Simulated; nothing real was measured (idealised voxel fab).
process module | voxel local oxidation
cross-section cut | 145 nm wide | cells 5 nm
A cross-section is a grid of square cells, given in bands from the top down. A band is one or more rows of cells.
Each band's line starts with the height of the band's top and of its bottom, in nm. Then come its materials from left to right, each with its width in nm. One material with "throughout" fills the band from edge to edge. "air" is empty space.
Height 0 is the level under which the wafer as received is all one material. The lowest band goes on downwards, as in "0 down".
A width such as "30 to 40" changes by the same amount from each row of cells to the next, from the band's top row to its bottom row.
"no change" after a step means that no cell of the cross-section changed.
closed voids: empty space of 8 cells or more with no open way to the top, each as width x height at its distance from the left edge, in nm
after a step's settings: what the simulator itself notes on the step
overlay nm, on a step with a mask: how far to the right of its planned place the mask lay; to the left if negative
plan
1 op RECEIVE | material Si
2 op CONFORMAL_DEP | material SiO2 | thk nm 5
3 op CONFORMAL_DEP | material SiN | thk nm 10
4 op PATTERN | tone cover | mask id ACTIVE | material resist | width nm 100 | thk nm 20 | overlay nm 0
5 op DIRECTIONAL_ETCH | etch materials SiN | depth nm 10
6 op STRIP | etch materials resist
7 op SELECTIVE_ETCH | etch materials SiO2 | depth nm 5
8 op OXIDIZE | depth nm 15
9 op STRIP | etch materials SiN
as received, after step 1
  0 down: Si throughout
  closed voids: none
first wafer at the end, as planned
  5 to 0: air 25 | SiO2 90 | air 30
  0 to -15: SiO2 40 | Si 60 | SiO2 45
  -15 down: Si throughout
  closed voids: none
second wafer at the end: like start, like plan, one mistake
  5 to 0: air 35 | SiO2 90 | air 20
  0 to -15: SiO2 50 | Si 60 | SiO2 35
  -15 down: Si throughout
  closed voids: none
what went wrong: step 4 ran as: op PATTERN | tone cover | mask id ACTIVE | material resist | width nm 100 | thk nm 20 | overlay nm 10
at the end the second wafer has, in cells: as many of each material as the first, in other places
